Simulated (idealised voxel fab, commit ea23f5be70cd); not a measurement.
voxel wiring stack: a process module
In the cross-section labelled cut, the width is 190 nm and each square cell is 5 nm.
A cross-section is written here as square cells arranged in a grid, and it is given in bands from the top down, each band taking up one or more rows of cells. Quick guide to a band line: top height, bottom height (nm) up front; then every material left to right with its width in nm. Only one material and it's marked "throughout"? Then it fills the band edge to edge. And "blank" just means empty space. Measure heights from 0. That's the level where, below it, the as-received wafer is all one material. The lowest band is bottomless and extends downward; write it as in "from 0 down". Width "30 to 40": first value at the band's top row of cells, second value at its bottom row, equal change from row to row. It should be understood that the words "nothing different", when stated for a given step, signify that the cross-section underwent no change in any of its cells during that step. Empty spaces counting at least 8 cells and having no open way to the top are listed in "Closed cavity list". The notation width x height at distance is used for each, the distance being from the left edge and all three values in nm. It should be noted that, on the line of a given step, the content following the step's settings is a remark produced by the simulator itself with respect to that step. overlay nm: on a step with a mask, how far right of its planned place the mask lay; negative means left.
Set out below are the planned steps of the process:
| 1 | RECEIVE: material Si |
| 2 | CONFORMAL_DEP: material SiO2, thk nm 10 |
| 3 | DIRECTIONAL_DEP: material TiN, thk nm 5 |
| 4 | DIRECTIONAL_DEP: material Ru, thk nm 25 |
| 5 | PATTERN: tone cover, mask id METAL_1, material resist, width nm 25, pitch nm 40, thk nm 15, overlay nm 0 |
| 6 | DIRECTIONAL_ETCH: etch materials Ru, depth nm 25 |
| 7 | DIRECTIONAL_ETCH: etch materials TiN, depth nm 5 |
| 8 | STRIP: etch materials resist |
| 9 | CONFORMAL_DEP: material SiCN, thk nm 5 |
| 10 | FILL_DEP: material SiO2, thk nm 10 |
| 11 | CMP: height nm 40 |
| 12 | CONFORMAL_DEP: material SiCN, thk nm 5 |
| 13 | DIRECTIONAL_DEP: material SiO2, thk nm 10 |
| 14 | MASKED_ETCH: tone open, mask id PLUG_1, width nm 15, pitch nm 40, etch materials SiO2, depth nm 10, overlay nm 0 |
| 15 | MASKED_ETCH: tone open, mask id PLUG_1, width nm 15, pitch nm 40, etch materials SiCN, depth nm 5, overlay nm 0 |
| 16 | CONFORMAL_DEP: material TiN, thk nm 5 |
| 17 | FILL_DEP: material W, thk nm 10 |
| 18 | CMP: height nm 55 |
| 19 | CONFORMAL_DEP: material SiN, thk nm 5 |
| 20 | DIRECTIONAL_DEP: material SiO2, thk nm 20 |
| 21 | DIRECTIONAL_DEP: material aC, thk nm 15 |
| 22 | PATTERN: tone open, mask id METAL_2, material resist, width nm 25, pitch nm 40, thk nm 30, overlay nm 0 |
| 23 | DIRECTIONAL_ETCH: etch materials aC, depth nm 15 |
| 24 | STRIP: etch materials resist |
| 25 | DIRECTIONAL_ETCH: etch materials SiO2, depth nm 20 |
| 26 | DIRECTIONAL_ETCH: etch materials SiN, depth nm 5 |
| 27 | STRIP: etch materials aC |
| 28 | CONFORMAL_DEP: material TiN, thk nm 5 |
| 29 | FILL_DEP: material Cu, thk nm 10 |
| 30 | CMP: height nm 80 |
| 31 | EPI: material Ru, thk nm 5 |
| 32 | FILL_DEP: material SiCN, thk nm 5 |
First wafer, two in total, run as planned:
Shown in cross-section is the wafer as received, that is, as it stands after step 1:
> from 0 down | Si throughout
> Closed cavity list: none
Cross-section through the wafer, step 2 finished:
> from 10 to 0 | SiO2 throughout
> Below a height of 0, the structure has not been altered.
Cross-section through the wafer, step 3 finished:
> from 15 to 10 | TiN throughout
> Below a height of 10, the structure has not been altered.
Cross-section through the wafer, step 4 finished:
> from 40 to 15 | Ru throughout
> Below a height of 15, the structure has not been altered.
Cross-section through the wafer, step 5 finished:
> from 55 to 40 | 40 blank, then 25 resist, then 15 blank, then 25 resist, then 15 blank, then 25 resist, then 45 blank
> Below a height of 40, the structure has not been altered.
Cross-section through the wafer, step 6 finished:
> from 55 to 40 | 40 blank, then 25 resist, then 15 blank, then 25 resist, then 15 blank, then 25 resist, then 45 blank
> from 40 to 15 | 40 blank, then 25 Ru, then 15 blank, then 25 Ru, then 15 blank, then 25 Ru, then 45 blank
> Below a height of 15, the structure has not been altered.
Cross-section through the wafer, step 7 finished:
> from 55 to 40 | 40 blank, then 25 resist, then 15 blank, then 25 resist, then 15 blank, then 25 resist, then 45 blank
> from 40 to 15 | 40 blank, then 25 Ru, then 15 blank, then 25 Ru, then 15 blank, then 25 Ru, then 45 blank
> from 15 to 10 | 40 blank, then 25 TiN, then 15 blank, then 25 TiN, then 15 blank, then 25 TiN, then 45 blank
> Below a height of 10, the structure has not been altered.
Cross-section through the wafer, step 8 finished:
> from 40 to 15 | 40 blank, then 25 Ru, then 15 blank, then 25 Ru, then 15 blank, then 25 Ru, then 45 blank
> Below a height of 15, the structure has not been altered.
Cross-section through the wafer, step 9 finished:
> from 45 to 40 | 35 blank, then 35 SiCN, then 5 blank, then 35 SiCN, then 5 blank, then 35 SiCN, then 40 blank
> from 40 to 15 | 35 blank, then 5 SiCN, then 25 Ru, then 5 SiCN, then 5 blank, then 5 SiCN, then 25 Ru, then 5 SiCN, then 5 blank, then 5 SiCN, then 25 Ru, then 5 SiCN, then 40 blank
> from 15 to 10 | 40 SiCN, then 25 TiN, then 15 SiCN, then 25 TiN, then 15 SiCN, then 25 TiN, then 45 SiCN
> Below a height of 10, the structure has not been altered.
Cross-section through the wafer, step 10 finished:
> from 55 to 45 | SiO2 throughout
> from 45 to 40 | 35 SiO2, then 35 SiCN, then 5 SiO2, then 35 SiCN, then 5 SiO2, then 35 SiCN, then 40 SiO2
> from 40 to 15 | 35 SiO2, then 5 SiCN, then 25 Ru, then 5 SiCN, then 5 SiO2, then 5 SiCN, then 25 Ru, then 5 SiCN, then 5 SiO2, then 5 SiCN, then 25 Ru, then 5 SiCN, then 40 SiO2
> Below a height of 15, the structure has not been altered.
Cross-section through the wafer, step 11 finished:
> from 40 to 15 | 35 SiO2, then 5 SiCN, then 25 Ru, then 5 SiCN, then 5 SiO2, then 5 SiCN, then 25 Ru, then 5 SiCN, then 5 SiO2, then 5 SiCN, then 25 Ru, then 5 SiCN, then 40 SiO2
> Below a height of 15, the structure has not been altered.
Cross-section through the wafer, step 12 finished:
> from 45 to 40 | SiCN throughout
> Below a height of 40, the structure has not been altered.
Cross-section through the wafer, step 13 finished:
> from 55 to 45 | SiO2 throughout
> Below a height of 45, the structure has not been altered.
Cross-section through the wafer, step 14 finished:
> from 55 to 45 | 40 SiO2, then 15 blank, then 25 SiO2, then 15 blank, then 25 SiO2, then 15 blank, then 55 SiO2
> Below a height of 45, the structure has not been altered.
Cross-section through the wafer, step 15 finished:
> from 55 to 45 | 40 SiO2, then 15 blank, then 25 SiO2, then 15 blank, then 25 SiO2, then 15 blank, then 55 SiO2
> from 45 to 40 | 40 SiCN, then 15 blank, then 25 SiCN, then 15 blank, then 25 SiCN, then 15 blank, then 55 SiCN
> Below a height of 40, the structure has not been altered.
Cross-section through the wafer, step 16 finished:
> from 60 to 55 | 45 TiN, then 5 blank, then 35 TiN, then 5 blank, then 35 TiN, then 5 blank, then 60 TiN
> from 55 to 45 | 40 SiO2, then 5 TiN, then 5 blank, then 5 TiN, then 25 SiO2, then 5 TiN, then 5 blank, then 5 TiN, then 25 SiO2, then 5 TiN, then 5 blank, then 5 TiN, then 55 SiO2
> from 45 to 40 | 40 SiCN, then 15 TiN, then 25 SiCN, then 15 TiN, then 25 SiCN, then 15 TiN, then 55 SiCN
> Below a height of 40, the structure has not been altered.
Cross-section through the wafer, step 17 finished:
> from 70 to 60 | W throughout
> from 60 to 55 | 45 TiN, then 5 W, then 35 TiN, then 5 W, then 35 TiN, then 5 W, then 60 TiN
> from 55 to 45 | 40 SiO2, then 5 TiN, then 5 W, then 5 TiN, then 25 SiO2, then 5 TiN, then 5 W, then 5 TiN, then 25 SiO2, then 5 TiN, then 5 W, then 5 TiN, then 55 SiO2
> Below a height of 45, the structure has not been altered.
Cross-section through the wafer, step 18 finished:
> from 55 to 45 | 40 SiO2, then 5 TiN, then 5 W, then 5 TiN, then 25 SiO2, then 5 TiN, then 5 W, then 5 TiN, then 25 SiO2, then 5 TiN, then 5 W, then 5 TiN, then 55 SiO2
> Below a height of 45, the structure has not been altered.
Cross-section through the wafer, step 19 finished:
> from 60 to 55 | SiN throughout
> Below a height of 55, the structure has not been altered.
Cross-section through the wafer, step 20 finished:
> from 80 to 60 | SiO2 throughout
> Below a height of 60, the structure has not been altered.
Cross-section through the wafer, step 21 finished:
> from 95 to 80 | aC throughout
> Below a height of 80, the structure has not been altered.
Cross-section through the wafer, step 22 finished:
> from 125 to 95 | 40 resist, then 25 blank, then 15 resist, then 25 blank, then 15 resist, then 25 blank, then 45 resist
> Below a height of 95, the structure has not been altered.
Cross-section through the wafer, step 23 finished:
> from 110 to 95 | 40 resist, then 25 blank, then 15 resist, then 25 blank, then 15 resist, then 25 blank, then 45 resist
> from 95 to 80 | 40 aC, then 25 blank, then 15 aC, then 25 blank, then 15 aC, then 25 blank, then 45 aC
> Below a height of 80, the structure has not been altered.
Cross-section through the wafer, step 24 finished:
> from 95 to 80 | 40 aC, then 25 blank, then 15 aC, then 25 blank, then 15 aC, then 25 blank, then 45 aC
> Below a height of 80, the structure has not been altered.
Cross-section through the wafer, step 25 finished:
> from 95 to 80 | 40 aC, then 25 blank, then 15 aC, then 25 blank, then 15 aC, then 25 blank, then 45 aC
> from 80 to 60 | 40 SiO2, then 25 blank, then 15 SiO2, then 25 blank, then 15 SiO2, then 25 blank, then 45 SiO2
> Below a height of 60, the structure has not been altered.
Cross-section through the wafer, step 26 finished:
> from 95 to 80 | 40 aC, then 25 blank, then 15 aC, then 25 blank, then 15 aC, then 25 blank, then 45 aC
> from 80 to 60 | 40 SiO2, then 25 blank, then 15 SiO2, then 25 blank, then 15 SiO2, then 25 blank, then 45 SiO2
> from 60 to 55 | 40 SiN, then 25 blank, then 15 SiN, then 25 blank, then 15 SiN, then 25 blank, then 45 SiN
> Below a height of 55, the structure has not been altered.
Cross-section through the wafer, step 27 finished:
> from 80 to 60 | 40 SiO2, then 25 blank, then 15 SiO2, then 25 blank, then 15 SiO2, then 25 blank, then 45 SiO2
> Below a height of 60, the structure has not been altered.
Cross-section through the wafer, step 28 finished:
> from 85 to 80 | 45 TiN, then 15 blank, then 25 TiN, then 15 blank, then 25 TiN, then 15 blank, then 50 TiN
> from 80 to 60 | 40 SiO2, then 5 TiN, then 15 blank, then 5 TiN, then 15 SiO2, then 5 TiN, then 15 blank, then 5 TiN, then 15 SiO2, then 5 TiN, then 15 blank, then 5 TiN, then 45 SiO2
> from 60 to 55 | 40 SiN, then 25 TiN, then 15 SiN, then 25 TiN, then 15 SiN, then 25 TiN, then 45 SiN
> Below a height of 55, the structure has not been altered.
Cross-section through the wafer, step 29 finished:
> from 95 to 85 | Cu throughout
> from 85 to 80 | 45 TiN, then 15 Cu, then 25 TiN, then 15 Cu, then 25 TiN, then 15 Cu, then 50 TiN
> from 80 to 60 | 40 SiO2, then 5 TiN, then 15 Cu, then 5 TiN, then 15 SiO2, then 5 TiN, then 15 Cu, then 5 TiN, then 15 SiO2, then 5 TiN, then 15 Cu, then 5 TiN, then 45 SiO2
> Below a height of 60, the structure has not been altered.
Cross-section through the wafer, step 30 finished:
> from 80 to 60 | 40 SiO2, then 5 TiN, then 15 Cu, then 5 TiN, then 15 SiO2, then 5 TiN, then 15 Cu, then 5 TiN, then 15 SiO2, then 5 TiN, then 15 Cu, then 5 TiN, then 45 SiO2
> Below a height of 60, the structure has not been altered.
Cross-section through the wafer, step 31 finished:
> from 85 to 80 | 35 blank, then 35 Ru, then 5 blank, then 35 Ru, then 5 blank, then 35 Ru, then 40 blank
> Below a height of 80, the structure has not been altered.
Cross-section through the wafer, step 32 finished:
> from 90 to 85 | SiCN throughout
> from 85 to 80 | 35 SiCN, then 35 Ru, then 5 SiCN, then 35 Ru, then 5 SiCN, then 35 Ru, then 40 SiCN
> Below a height of 80, the structure has not been altered.
It is to be noted that the second wafer proceeded from the same initial state and according to the same plan as the first, although one mistake was committed in its execution; through step 9, inclusive, the two wafers share an identical history:
X-section, second wafer, when step 10 was due to finish:
> from 55 to 45 | TiN throughout
> from 45 to 40 | 35 TiN, then 35 SiCN, then 5 TiN, then 35 SiCN, then 5 TiN, then 35 SiCN, then 40 TiN
> from 40 to 15 | 35 TiN, then 5 SiCN, then 25 Ru, then 5 SiCN, then 5 TiN, then 5 SiCN, then 25 Ru, then 5 SiCN, then 5 TiN, then 5 SiCN, then 25 Ru, then 5 SiCN, then 40 TiN
> Below a height of 15, the structure has not been altered.
X-section, second wafer, when step 11 was due to finish:
> from 40 to 15 | 35 TiN, then 5 SiCN, then 25 Ru, then 5 SiCN, then 5 TiN, then 5 SiCN, then 25 Ru, then 5 SiCN, then 5 TiN, then 5 SiCN, then 25 Ru, then 5 SiCN, then 40 TiN
> Below a height of 15, the structure has not been altered.
X-section, second wafer, when step 12 was due to finish:
> from 45 to 40 | SiCN throughout
> Below a height of 40, the structure has not been altered.
X-section, second wafer, when step 13 was due to finish:
> from 55 to 45 | SiO2 throughout
> Below a height of 45, the structure has not been altered.
X-section, second wafer, when step 14 was due to finish:
> from 55 to 45 | 40 SiO2, then 15 blank, then 25 SiO2, then 15 blank, then 25 SiO2, then 15 blank, then 55 SiO2
> Below a height of 45, the structure has not been altered.
X-section, second wafer, when step 15 was due to finish:
> from 55 to 45 | 40 SiO2, then 15 blank, then 25 SiO2, then 15 blank, then 25 SiO2, then 15 blank, then 55 SiO2
> from 45 to 40 | 40 SiCN, then 15 blank, then 25 SiCN, then 15 blank, then 25 SiCN, then 15 blank, then 55 SiCN
> Below a height of 40, the structure has not been altered.
X-section, second wafer, when step 16 was due to finish:
> from 60 to 55 | 45 TiN, then 5 blank, then 35 TiN, then 5 blank, then 35 TiN, then 5 blank, then 60 TiN
> from 55 to 45 | 40 SiO2, then 5 TiN, then 5 blank, then 5 TiN, then 25 SiO2, then 5 TiN, then 5 blank, then 5 TiN, then 25 SiO2, then 5 TiN, then 5 blank, then 5 TiN, then 55 SiO2
> from 45 to 40 | 40 SiCN, then 15 TiN, then 25 SiCN, then 15 TiN, then 25 SiCN, then 15 TiN, then 55 SiCN
> Below a height of 40, the structure has not been altered.
X-section, second wafer, when step 17 was due to finish:
> from 70 to 60 | W throughout
> from 60 to 55 | 45 TiN, then 5 W, then 35 TiN, then 5 W, then 35 TiN, then 5 W, then 60 TiN
> from 55 to 45 | 40 SiO2, then 5 TiN, then 5 W, then 5 TiN, then 25 SiO2, then 5 TiN, then 5 W, then 5 TiN, then 25 SiO2, then 5 TiN, then 5 W, then 5 TiN, then 55 SiO2
> Below a height of 45, the structure has not been altered.
X-section, second wafer, when step 18 was due to finish:
> from 55 to 45 | 40 SiO2, then 5 TiN, then 5 W, then 5 TiN, then 25 SiO2, then 5 TiN, then 5 W, then 5 TiN, then 25 SiO2, then 5 TiN, then 5 W, then 5 TiN, then 55 SiO2
> Below a height of 45, the structure has not been altered.
X-section, second wafer, when step 19 was due to finish:
> from 60 to 55 | SiN throughout
> Below a height of 55, the structure has not been altered.
X-section, second wafer, when step 20 was due to finish:
> from 80 to 60 | SiO2 throughout
> Below a height of 60, the structure has not been altered.
X-section, second wafer, when step 21 was due to finish:
> from 95 to 80 | aC throughout
> Below a height of 80, the structure has not been altered.
X-section, second wafer, when step 22 was due to finish:
> from 125 to 95 | 40 resist, then 25 blank, then 15 resist, then 25 blank, then 15 resist, then 25 blank, then 45 resist
> Below a height of 95, the structure has not been altered.
X-section, second wafer, when step 23 was due to finish:
> from 110 to 95 | 40 resist, then 25 blank, then 15 resist, then 25 blank, then 15 resist, then 25 blank, then 45 resist
> from 95 to 80 | 40 aC, then 25 blank, then 15 aC, then 25 blank, then 15 aC, then 25 blank, then 45 aC
> Below a height of 80, the structure has not been altered.
X-section, second wafer, when step 24 was due to finish:
> from 95 to 80 | 40 aC, then 25 blank, then 15 aC, then 25 blank, then 15 aC, then 25 blank, then 45 aC
> Below a height of 80, the structure has not been altered.
X-section, second wafer, when step 25 was due to finish:
> from 95 to 80 | 40 aC, then 25 blank, then 15 aC, then 25 blank, then 15 aC, then 25 blank, then 45 aC
> from 80 to 60 | 40 SiO2, then 25 blank, then 15 SiO2, then 25 blank, then 15 SiO2, then 25 blank, then 45 SiO2
> Below a height of 60, the structure has not been altered.
X-section, second wafer, when step 26 was due to finish:
> from 95 to 80 | 40 aC, then 25 blank, then 15 aC, then 25 blank, then 15 aC, then 25 blank, then 45 aC
> from 80 to 60 | 40 SiO2, then 25 blank, then 15 SiO2, then 25 blank, then 15 SiO2, then 25 blank, then 45 SiO2
> from 60 to 55 | 40 SiN, then 25 blank, then 15 SiN, then 25 blank, then 15 SiN, then 25 blank, then 45 SiN
> Below a height of 55, the structure has not been altered.
X-section, second wafer, when step 27 was due to finish:
> from 80 to 60 | 40 SiO2, then 25 blank, then 15 SiO2, then 25 blank, then 15 SiO2, then 25 blank, then 45 SiO2
> Below a height of 60, the structure has not been altered.
X-section, second wafer, when step 28 was due to finish:
> from 85 to 80 | 45 TiN, then 15 blank, then 25 TiN, then 15 blank, then 25 TiN, then 15 blank, then 50 TiN
> from 80 to 60 | 40 SiO2, then 5 TiN, then 15 blank, then 5 TiN, then 15 SiO2, then 5 TiN, then 15 blank, then 5 TiN, then 15 SiO2, then 5 TiN, then 15 blank, then 5 TiN, then 45 SiO2
> from 60 to 55 | 40 SiN, then 25 TiN, then 15 SiN, then 25 TiN, then 15 SiN, then 25 TiN, then 45 SiN
> Below a height of 55, the structure has not been altered.
X-section, second wafer, when step 29 was due to finish:
> from 95 to 85 | Cu throughout
> from 85 to 80 | 45 TiN, then 15 Cu, then 25 TiN, then 15 Cu, then 25 TiN, then 15 Cu, then 50 TiN
> from 80 to 60 | 40 SiO2, then 5 TiN, then 15 Cu, then 5 TiN, then 15 SiO2, then 5 TiN, then 15 Cu, then 5 TiN, then 15 SiO2, then 5 TiN, then 15 Cu, then 5 TiN, then 45 SiO2
> Below a height of 60, the structure has not been altered.
X-section, second wafer, when step 30 was due to finish:
> from 80 to 60 | 40 SiO2, then 5 TiN, then 15 Cu, then 5 TiN, then 15 SiO2, then 5 TiN, then 15 Cu, then 5 TiN, then 15 SiO2, then 5 TiN, then 15 Cu, then 5 TiN, then 45 SiO2
> Below a height of 60, the structure has not been altered.
X-section, second wafer, when step 31 was due to finish:
> from 85 to 80 | 35 blank, then 35 Ru, then 5 blank, then 35 Ru, then 5 blank, then 35 Ru, then 40 blank
> Below a height of 80, the structure has not been altered.
X-section, second wafer, when step 32 was due to finish:
> from 90 to 85 | SiCN throughout
> from 85 to 80 | 35 SiCN, then 35 Ru, then 5 SiCN, then 35 Ru, then 5 SiCN, then 35 Ru, then 40 SiCN
> Below a height of 80, the structure has not been altered.
what went wrong: rather than as planned, step 10 actually ran as FILL_DEP: material TiN, thk nm 10
at the end the second wafer has, in cells: -85 SiO2 | +85 TiN
